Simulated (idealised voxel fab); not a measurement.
Process module name: voxel gate over fins
Shown is cross-section cut, with a width of 270 nm and square cells of size 5 nm.
The cross-sections in this document take the form of a grid made of square cells. They are written out as bands, in order from top to bottom. Each band consists of one or more rows of cells. Band: top and bottom heights (nm) first, top before bottom; then materials from left to right, widths in nm. "all across" marks a sole material filling the band edge to edge. "empty" denotes empty space. Height datum 0, below which the as-received substrate wafer is one material. Lowest band open at the bottom, running downward: "0 and below". Read "30->40" as a graded width: first number on top, second number at the bottom, same change between each pair of neighbouring rows. It should be understood that the words "nothing altered", when stated for a given step, signify that the cross-section underwent no change in any of its cells during that step. "Voids lacking openings" contains a list of empty spaces, each no smaller than 8 cells and without an open way to the top, written in the form width x height at distance with the distance from the left edge and all three in nm. Formally, on a step line, whatever follows the settings is a remark that the simulator itself makes on the step. The setting "overlay nm" may be written on the line of a step. When the step uses a mask, the value reports how far to the right of the planned place the mask lay, and a negative value reports that it lay to the left.

The process steps that were planned are listed below
1. RECEIVE,material Si
2. CONFORMAL_DEP,material SiN,thk nm 10
3. MASKED_ETCH,tone cover,mask id FINS,width nm 15,pitch nm 45,etch materials SiN,depth nm 10,overlay nm 0
4. MASKED_ETCH,tone cover,mask id FINS,width nm 15,pitch nm 45,etch materials Si,depth nm 35,overlay nm 0
5. FILL_DEP,material SiO2,thk nm 15
6. CMP,height nm 10
7. SELECTIVE_ETCH,etch materials SiO2,depth nm 20
8. STRIP,etch materials SiN
9. CONFORMAL_DEP,material HfO2,thk nm 5
10. CONFORMAL_DEP,material TiN,thk nm 5
11. FILL_DEP,material W,thk nm 10
12. CMP,height nm 5
13. CONFORMAL_DEP,material SiCN,thk nm 5
Split variable: height nm, step 12. Plan value = first wafer. Wafers start alike.

First of several wafers, received after step 1, in cross-section
0 and below = Si all across
Voids lacking openings: none

The first of several wafers, seen in cross-section after the module's last step, step 13
10 down to 5 = SiCN all across
5 down to 0 = W 50 / TiN 5 / HfO2 25 / TiN 5 / W 10 / TiN 5 / HfO2 25 / TiN 5 / W 10 / TiN 5 / HfO2 25 / TiN 5 / W 10 / TiN 5 / HfO2 25 / TiN 5 / W 50
0 down to -5 = TiN 55 / HfO2 5 / Si 15 / HfO2 5 / TiN 20 / HfO2 5 / Si 15 / HfO2 5 / TiN 20 / HfO2 5 / Si 15 / HfO2 5 / TiN 20 / HfO2 5 / Si 15 / HfO2 5 / TiN 55
-5 down to -10 = HfO2 60 / Si 15 / HfO2 30 / Si 15 / HfO2 30 / Si 15 / HfO2 30 / Si 15 / HfO2 60
-10 down to -35 = SiO2 60 / Si 15 / SiO2 30 / Si 15 / SiO2 30 / Si 15 / SiO2 30 / Si 15 / SiO2 60
-35 and below = Si all across
Voids lacking openings: none

Last wafer x-sec, end of module
25 down to 20 = SiCN all across
20 down to 10 = W all across
10 down to 5 = W 50 / TiN 35 / W 10 / TiN 35 / W 10 / TiN 35 / W 10 / TiN 35 / W 50
5 down to 0 = W 50 / TiN 5 / HfO2 25 / TiN 5 / W 10 / TiN 5 / HfO2 25 / TiN 5 / W 10 / TiN 5 / HfO2 25 / TiN 5 / W 10 / TiN 5 / HfO2 25 / TiN 5 / W 50
0 down to -5 = TiN 55 / HfO2 5 / Si 15 / HfO2 5 / TiN 20 / HfO2 5 / Si 15 / HfO2 5 / TiN 20 / HfO2 5 / Si 15 / HfO2 5 / TiN 20 / HfO2 5 / Si 15 / HfO2 5 / TiN 55
-5 down to -10 = HfO2 60 / Si 15 / HfO2 30 / Si 15 / HfO2 30 / Si 15 / HfO2 30 / Si 15 / HfO2 60
-10 down to -35 = SiO2 60 / Si 15 / SiO2 30 / Si 15 / SiO2 30 / Si 15 / SiO2 30 / Si 15 / SiO2 60
-35 and below = Si all across
Voids lacking openings: none

Table: wafers, a row each; end-of-module cell change per material since receipt, gain (+), loss (-); then closed voids
height nm 5 | +70 HfO2 | -294 Si | +54 SiCN | +210 SiO2 | +42 TiN | +26 W | Voids lacking openings: none
height nm 10 | +70 HfO2 | -294 Si | +54 SiCN | +210 SiO2 | +70 TiN | +52 W | Voids lacking openings: none
height nm 15 | +70 HfO2 | -294 Si | +54 SiCN | +210 SiO2 | +70 TiN | +106 W | Voids lacking openings: none
height nm 20 | +70 HfO2 | -294 Si | +54 SiCN | +210 SiO2 | +70 TiN | +160 W | Voids lacking openings: none
